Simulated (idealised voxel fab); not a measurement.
Process module heading - voxel gate over fins
The figure presents cross-section cut, which has a width of 185 nm and is divided into square cells with an edge length of 5 nm.
Cross-section, as written here: a square-cell grid given band by band from the top down, where a band holds one or more rows of cells. Quick guide to a band line: top height, bottom height (nm) up front; then every material left to right with its width in nm. Only one material and it's marked "edge to edge"? Then it fills the band edge to edge. And "blank" just means empty space. Heights from 0 (as-received wafer is one material below). Bottom band endless downward, as "0 down". When a width is written as two numbers, as in "30->40", the first number is the width in the top row of cells of the band and the second is the width in its bottom row, and the width changes by the same amount from each row to the next. For the purposes of this document, the phrase "remained the same" attached to a step denotes that no cell within the cross-section was modified by that step. Unvented cavities: empty space of 8 cells or more with no open way to the top, each as width x height at its distance from the left edge, in nm. Post-settings text on a step line: simulator's own remark regarding the step. overlay nm: on a step with a mask, how far right of its planned place the mask lay; negative means left.
[The process steps that were planned are listed below]
step 1: RECEIVE with material Si
step 2: CONFORMAL_DEP with material SiN, thk nm 10
step 3: PATTERN with tone cover, mask id FINS, material resist, width nm 15, pitch nm 45, thk nm 20, overlay nm 0
step 4: DIRECTIONAL_ETCH with etch materials SiN, depth nm 10
step 5: DIRECTIONAL_ETCH with etch materials Si, depth nm 35
step 6: STRIP with etch materials resist
step 7: FILL_DEP with material SiO2, thk nm 5
step 8: CMP with height nm 10
step 9: SELECTIVE_ETCH with etch materials SiO2, depth nm 20
step 10: STRIP with etch materials SiN
step 11: CONFORMAL_DEP with material HfO2, thk nm 5
step 12: CONFORMAL_DEP with material TiN, thk nm 5
step 13: CONFORMAL_DEP with material TiAl, thk nm 5
step 14: CONFORMAL_DEP with material TiN, thk nm 5
step 15: FILL_DEP with material W, thk nm 15
step 16: CMP with height nm 30
step 17: CONFORMAL_DEP with material SiN, thk nm 5
[Step 1 complete: cross-section of the wafer as received]
- 0 down = Si edge to edge
- Unvented cavities: none
[Cross-section at module end, one run error; start and plan unchanged from above]
- 35 to 30 = SiN edge to edge
- 30 to 20 = W edge to edge
- 20 to 15 = 40 nm W, then 105 nm TiN, then 40 nm W
- 15 to 10 = 40 nm W, then 5 nm TiN, then 95 nm TiAl, then 5 nm TiN, then 40 nm W
- 10 to 5 = 45 nm TiN, then 5 nm TiAl, then 40 nm TiN, then 5 nm TiAl, then 40 nm TiN, then 5 nm TiAl, then 45 nm TiN
- 5 to 0 = 50 nm TiAl, then 5 nm TiN, then 30 nm HfO2, then 5 nm TiN, then 5 nm TiAl, then 5 nm TiN, then 30 nm HfO2, then 5 nm TiN, then 50 nm TiAl
- 0 to -5 = 55 nm TiN, then 5 nm HfO2, then 20 nm Si, then 5 nm HfO2, then 15 nm TiN, then 5 nm HfO2, then 20 nm Si, then 5 nm HfO2, then 55 nm TiN
- -5 to -10 = 60 nm HfO2, then 20 nm Si, then 25 nm HfO2, then 20 nm Si, then 60 nm HfO2
- -10 to -35 = 60 nm SiO2, then 20 nm Si, then 25 nm SiO2, then 20 nm Si, then 60 nm SiO2
- -35 down = Si edge to edge
- Unvented cavities: none
In executing the process, a mistake was made relative to the plan: step 3 ran as: PATTERN with tone cover, mask id FINS, material resist, width nm 20, pitch nm 45, thk nm 20, overlay nm 0
